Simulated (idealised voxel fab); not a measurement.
This section sets out a process module, namely voxel ribs on slabs.
Each square cell in cross-section cut measures 5 nm, and the section as a whole is 230 nm wide.
Cross-section, as written here: a square-cell grid given band by band from the top down, where a band holds one or more rows of cells. Each band's line starts with the height of the band's top and of its bottom, in nm. Then come its materials from left to right, each with its width in nm. One material with "throughout" fills the band from edge to edge. "air" is empty space. A quick word on heights: they are counted from 0, and under that level the wafer as it came to us is one material throughout. The lowest band is different from the rest in having no bottom; it simply continues downward, written as in "0 nm and below". Width spec "30..40" -> top row of cells at first value, bottom row at second value, equal per-row change in between. It should be understood that the words "everything unchanged", when stated for a given step, signify that the cross-section underwent no change in any of its cells during that step. Enclosed voids (no open way to top), threshold 8 cells or more, entry "Sealed void inventory", notation width x height at distance, distance from left edge, nm. On each step's line, the part that comes after the settings is the simulator's own comment on the step. "overlay nm", when on a step's line for a step with a mask, measures how far to the right of its planned place the mask lay; a negative measure means to the left.
PROCESS STEPS - PLAN
| 1 | RECEIVE: material Si |
| 2 | DIRECTIONAL_DEP: material SiO2, thk nm 30 |
| 3 | DIRECTIONAL_DEP: material SiN, thk nm 25 |
| 4 | DIRECTIONAL_DEP: material aC, thk nm 10 |
| 5 | PATTERN: tone cover, mask id RIB, material resist, width nm 25, thk nm 25, overlay nm 0 |
| 6 | DIRECTIONAL_ETCH: etch materials aC, depth nm 10 |
| 7 | STRIP: etch materials resist |
| 8 | DIRECTIONAL_ETCH: etch materials SiN, depth nm 10 |
| 9 | STRIP: etch materials aC |
| 10 | DIRECTIONAL_DEP: material aC, thk nm 15 |
| 11 | PATTERN: tone cover, mask id SLAB, material resist, width nm 85, thk nm 30, overlay nm 0 |
| 12 | DIRECTIONAL_ETCH: etch materials aC, depth nm 15 |
| 13 | STRIP: etch materials resist |
| 14 | DIRECTIONAL_ETCH: etch materials SiN, depth nm 15 |
| 15 | STRIP: etch materials aC |
| 16 | FILL_DEP: material SiO2, thk nm 15 |
| 17 | CMP: height nm 65 |
| 18 | DIRECTIONAL_DEP: material TiN, thk nm 5 |
| 19 | PATTERN: tone cover, mask id HEATER, material resist, width nm 35, thk nm 20, overlay nm 0 |
| 20 | DIRECTIONAL_ETCH: etch materials TiN, depth nm 5 |
| 21 | STRIP: etch materials resist |
| 22 | CONFORMAL_DEP: material SiN, thk nm 10 |
CROSS-SECTION OF THE WAFER AS IT CAME TO US, I.E., ALREADY THROUGH STEP 1
* 0 nm and below: Si throughout
* Sealed void inventory: none
THE FOLLOWING CROSS-SECTION DEPICTS THE WAFER UPON CONCLUSION OF THE MODULE. PROCESSING COMMENCED FROM THE STARTING CONDITION ILLUSTRATED ABOVE AND ADHERED TO THE PLAN ILLUSTRATED ABOVE, SAVE FOR ONE MISTAKE IN EXECUTION
* 80 nm to 75 nm: air 85 nm  SiN 55 nm  air 90 nm
* 75 nm to 70 nm: SiN throughout
* 70 nm to 65 nm: SiN 95 nm  TiN 35 nm  SiN 100 nm
* 65 nm to 55 nm: SiO2 throughout
* 55 nm to 45 nm: SiO2 100 nm  SiN 25 nm  SiO2 105 nm
* 45 nm to 30 nm: SiO2 70 nm  SiN 85 nm  SiO2 75 nm
* 30 nm to 0 nm: TiN throughout
* 0 nm and below: Si throughout
* Sealed void inventory: none
Want to know what went wrong? step 2 deviated from plan and actually ran as DIRECTIONAL_DEP: material TiN, thk nm 30
